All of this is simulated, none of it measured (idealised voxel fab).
Title: Process Module voxel self aligned vias
Cross-section cut: width 165 nm, square cells of 5 nm.
When this document writes out a cross-section, it uses a grid of square cells and lists it as bands, beginning at the top and moving down, with a band standing for one or more rows of cells. The band entry comprises the height of the band's top followed by the height of its bottom, expressed in nm, and subsequently the band's materials from left to right, each stated together with its width in nm. Where a single material is marked with the word "all across", that material fills the band from edge to edge. The word "empty" represents empty space. Heights are expressed relative to 0, this being the level below which the as-received wafer comprises one material exclusively. The lowest band is unbounded in the downward direction and is denoted as in "from 0 down". Note: "30->40" means the width goes from the first number (top row of the band) to the second number (bottom row) in equal steps per row of cells. Given "nothing different" for a step, no cell of the cross-section differs between before and after that step. Listed in "Sealed internal voids": every empty space of 8 or more cells without an open way to the top. Form: width x height at distance, the distance being from the left edge, all in nm. Note: text after step settings on the step line = simulator remark on that step. The line of a step may include "overlay nm". On a step with a mask, this value is how far to the right of its planned place the mask lay. A negative value means the mask lay to the left.

**Steps planned for the process**
step 1: RECEIVE [material Si]
step 2: CONFORMAL_DEP [material SiO2] [thk nm 15]
step 3: CONFORMAL_DEP [material SiCN] [thk nm 5]
step 4: DIRECTIONAL_DEP [material SiO2] [thk nm 20]
step 5: MASKED_ETCH [tone open] [mask id LINES] [width nm 20] [pitch nm 55] [etch materials SiO2] [depth nm 20] [overlay nm 0]
step 6: CONFORMAL_DEP [material TiN] [thk nm 5]
step 7: FILL_DEP [material Ru] [thk nm 5]
step 8: CMP [height nm 40]
step 9: SELECTIVE_ETCH [etch materials W Ru TiN] [depth nm 5]
step 10: FILL_DEP [material SiN] [thk nm 10]
step 11: CMP [height nm 40]
step 12: DIRECTIONAL_DEP [material SiO2] [thk nm 20]
step 13: DIRECTIONAL_DEP [material aC] [thk nm 10]
step 14: PATTERN [tone open] [mask id VIAS] [material resist] [width nm 30] [thk nm 30] [overlay nm 0]
step 15: DIRECTIONAL_ETCH [etch materials aC] [depth nm 10]
step 16: STRIP [etch materials resist]
step 17: DIRECTIONAL_ETCH [etch materials SiO2] [depth nm 20]
step 18: DIRECTIONAL_ETCH [etch materials SiN] [depth nm 5]
step 19: STRIP [etch materials aC]
step 20: CONFORMAL_DEP [material TiN] [thk nm 5]
step 21: FILL_DEP [material Cu] [thk nm 5]
step 22: CMP [height nm 60]
step 23: CONFORMAL_DEP [material SiCN] [thk nm 5]

**Incoming wafer, cross-sectional view, post step 1**
> from 0 down  Si all across
> Sealed internal voids: none

**Cross-section: first of two wafers, module finished, run according to plan**
> from 65 to 60  SiCN all across
> from 60 to 45  SiO2 (40) | TiN (5) | Cu (20) | TiN (5) | SiO2 (95)
> from 45 to 40  SiO2 (40) | TiN (10) | Cu (10) | TiN (10) | SiO2 (95)
> from 40 to 35  SiO2 (45) | TiN (20) | SiO2 (35) | SiN (20) | SiO2 (45)
> from 35 to 25  SiO2 (45) | TiN (5) | Ru (10) | TiN (5) | SiO2 (35) | TiN (5) | Ru (10) | TiN (5) | SiO2 (45)
> from 25 to 20  SiO2 (45) | TiN (20) | SiO2 (35) | TiN (20) | SiO2 (45)
> from 20 to 15  SiCN all across
> from 15 to 0  SiO2 all across
> from 0 down  Si all across
> Sealed internal voids: none

**Wafer two, sectioned after the module: the first wafer's start, the first wafer's plan, and one mistake in how it was run**
> from 65 to 60  SiCN all across
> from 60 to 45  SiO2 (40) | TiN (5) | Cu (20) | TiN (5) | SiO2 (95)
> from 45 to 40  SiO2 (40) | TiN (30) | SiO2 (95)
> from 40 to 35  SiCN all across
> from 35 to 0  SiO2 all across
> from 0 down  Si all across
> Sealed internal voids: none
Deviation from plan: it was found that steps 3 and 4 of the process plan had been performed in exchanged positions
The final cell counts differ between the wafers, with the second having more or fewer of some materials than the first: Cu -2 | Ru -8 | SiN -4 | SiO2 +32 | TiN -18
